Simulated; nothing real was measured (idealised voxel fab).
The document below concerns the process module designated voxel transistor to metal.
It is cross-section cut that appears here, measuring 300 nm in width, its square cells being 5 nm in size.
Cross-section, as written here: a square-cell grid given band by band from the top down, where a band holds one or more rows of cells. Heights first: top, then bottom, in nm. Then materials, left to right, each with a width in nm. "full width" on a single material: fills the band edge to edge. "blank": empty space. All heights in this document are referenced to 0, defined as the level beneath which the wafer, as received, consists entirely of one material. The lowest band is not bounded below; it extends indefinitely downward and is written in the form "0 down". Note: "30->40" means the width goes from the first number (top row of the band) to the second number (bottom row) in equal steps per row of cells. You'll sometimes find "nothing changed" written for a step, and that's the way of saying that nowhere in the cross-section did a cell change during that step. "Tabulated closed voids": sealed empty spaces, 8 cells or more, no open way to top, listed width x height at distance, with distance from the left edge and width, height and distance in nm. It should be noted that, on the line of a given step, the content following the step's settings is a remark produced by the simulator itself with respect to that step. When a step includes a mask, the "overlay nm" setting on its line states how far to the right of its planned place that mask lay, and negative values state how far to the left.
The steps planned for the process are as follows:
1 RECEIVE, material Si
2 OXIDIZE, depth nm 5
3 CONFORMAL_DEP, material SiN, thk nm 15
4 MASKED_ETCH, tone cover, mask id ACTIVE, width nm 105, pitch nm 125, etch materials SiN, depth nm 15, overlay nm 0
5 MASKED_ETCH, tone cover, mask id ACTIVE, width nm 105, pitch nm 125, etch materials SiO2, depth nm 5, overlay nm 0
6 MASKED_ETCH, tone cover, mask id ACTIVE, width nm 105, pitch nm 125, etch materials Si, depth nm 35, overlay nm 0
7 FILL_DEP, material SiO2, thk nm 5
8 CMP, height nm 15
9 SELECTIVE_ETCH, etch materials SiO2, depth nm 15
10 STRIP, etch materials SiN
11 SELECTIVE_ETCH, etch materials SiO2, depth nm 5
12 OXIDIZE, depth nm 5
13 DIRECTIONAL_DEP, material polySi, thk nm 20
14 DIRECTIONAL_DEP, material SiCN, thk nm 15
15 MASKED_ETCH, tone cover, mask id GATE, width nm 25, pitch nm 125, etch materials SiCN, depth nm 25, overlay nm 0
16 MASKED_ETCH, tone cover, mask id GATE, width nm 25, pitch nm 125, etch materials polySi, depth nm 30, overlay nm 0
17 CONFORMAL_DEP, material SiN, thk nm 10
18 DIRECTIONAL_ETCH, etch materials SiN, depth nm 10
19 DIRECTIONAL_ETCH, etch materials SiO2, depth nm 5
20 DIRECTIONAL_ETCH, etch materials Si, depth nm 15
21 EPI, material pSi, thk nm 20
22 FILL_DEP, material SiO2, thk nm 10
23 CMP, height nm 30
24 DIRECTIONAL_DEP, material SiO2, thk nm 15
25 PATTERN, tone open, mask id CONTACT, material resist, width nm 15, thk nm 15, overlay nm 0
26 DIRECTIONAL_ETCH, etch materials SiO2, depth nm 35
27 STRIP, etch materials resist
28 CONFORMAL_DEP, material TiN, thk nm 5
29 FILL_DEP, material Ru, thk nm 10
30 CMP, height nm 45
31 CONFORMAL_DEP, material SiCN, thk nm 5
32 DIRECTIONAL_DEP, material lowk, thk nm 20
33 DIRECTIONAL_DEP, material aC, thk nm 10
34 PATTERN, tone open, mask id METAL_1, material resist, width nm 15, thk nm 25, overlay nm 0
35 DIRECTIONAL_ETCH, etch materials aC, depth nm 10
36 STRIP, etch materials resist
37 DIRECTIONAL_ETCH, etch materials lowk, depth nm 20
38 DIRECTIONAL_ETCH, etch materials SiCN, depth nm 5
39 STRIP, etch materials aC
40 CONFORMAL_DEP, material TiN, thk nm 5
41 FILL_DEP, material W, thk nm 10
42 CMP, height nm 70
43 CONFORMAL_DEP, material SiN, thk nm 5
This is the cross-section of the wafer as we received it, i.e. after step 1:
- 0 down: Si full width
- Tabulated closed voids: none
First wafer of two, sectioned at end of module; run went per plan:
- 75 to 70: SiN full width
- 70 to 50: lowk 45; TiN 5; W 5; TiN 5; lowk 55; TiN 5; W 5; TiN 5; lowk 40; TiN 5; W 5; TiN 5; lowk 55; TiN 5; W 5; TiN 5; lowk 45
- 50 to 45: SiCN 45; TiN 15; SiCN 55; TiN 15; SiCN 40; TiN 15; SiCN 55; TiN 15; SiCN 45
- 45 to 30: SiO2 45; TiN 5; Ru 5; TiN 5; SiO2 55; TiN 5; Ru 5; TiN 5; SiO2 40; TiN 5; Ru 5; TiN 5; SiO2 55; TiN 5; Ru 5; TiN 5; SiO2 45
- 30 to 15: SiO2 45; TiN 5; Ru 5; TiN 5; SiO2 5; SiN 10; SiCN 25; SiN 10; SiO2 5; TiN 5; Ru 5; TiN 5; SiO2 40; TiN 5; Ru 5; TiN 5; SiO2 5; SiN 10; SiCN 25; SiN 10; SiO2 5; TiN 5; Ru 5; TiN 5; SiO2 45
- 15 to 10: SiO2 45; TiN 15; SiO2 5; SiN 10; polySi 25; SiN 10; SiO2 5; TiN 15; SiO2 40; TiN 15; SiO2 5; SiN 10; polySi 25; SiN 10; SiO2 5; TiN 15; SiO2 45
- 10 to -5: SiO2 45; pSi 20; SiN 10; polySi 25; SiN 10; pSi 20; SiO2 40; pSi 20; SiN 10; polySi 25; SiN 10; pSi 20; SiO2 45
- -5 to -10: SiO2 30; pSi 35; SiO2 45; pSi 35; SiO2 10; pSi 35; SiO2 45; pSi 35; SiO2 30
- -10 to -25: SiO2 35; pSi 30; Si 45; pSi 30; SiO2 20; pSi 30; Si 45; pSi 30; SiO2 35
- -25 to -40: SiO2 35; Si 105; SiO2 20; Si 105; SiO2 35
- -40 down: Si full width
- Tabulated closed voids: none
Here's the second of our two wafers sectioned at module end. Same start as the first, same plan, but one mistake got made running it:
- 75 to 70: SiN full width
- 70 to 50: lowk 45; TiN 5; W 5; TiN 5; lowk 55; TiN 5; W 5; TiN 5; lowk 40; TiN 5; W 5; TiN 5; lowk 55; TiN 5; W 5; TiN 5; lowk 45
- 50 to 45: SiCN 45; TiN 15; SiCN 55; TiN 15; SiCN 40; TiN 15; SiCN 55; TiN 15; SiCN 45
- 45 to 30: SiO2 45; TiN 5; Ru 5; TiN 5; SiO2 55; TiN 5; Ru 5; TiN 5; SiO2 40; TiN 5; Ru 5; TiN 5; SiO2 55; TiN 5; Ru 5; TiN 5; SiO2 45
- 30 to 15: SiO2 45; TiN 5; Ru 5; TiN 5; SiO2 5; SiN 10; SiCN 25; SiN 10; SiO2 5; TiN 5; Ru 5; TiN 5; SiO2 40; TiN 5; Ru 5; TiN 5; SiO2 5; SiN 10; SiCN 25; SiN 10; SiO2 5; TiN 5; Ru 5; TiN 5; SiO2 45
- 15 to 10: SiO2 45; TiN 15; SiO2 5; SiN 10; polySi 25; SiN 10; SiO2 5; TiN 15; SiO2 40; TiN 15; SiO2 5; SiN 10; polySi 25; SiN 10; SiO2 5; TiN 15; SiO2 45
- 10 to -5: SiO2 45; pSi 20; SiN 10; polySi 25; SiN 10; pSi 20; SiO2 40; pSi 20; SiN 10; polySi 25; SiN 10; pSi 20; SiO2 45
- -5 to -10: SiO2 30; pSi 35; SiO2 45; pSi 35; SiO2 10; pSi 35; SiO2 45; pSi 35; SiO2 30
- -10 to -25: SiO2 35; pSi 30; Si 45; pSi 30; SiO2 20; pSi 30; Si 45; pSi 30; SiO2 35
- -25 to -75: SiO2 35; Si 105; SiO2 20; Si 105; SiO2 35
- -75 down: Si full width
- Tabulated closed voids: none
Which mistake was made when the wafer was run? step 6, plan: ran twice
End check, counted in cells, second wafer has more or fewer of these materials than the first: Si: 126 fewer, SiO2: 126 more
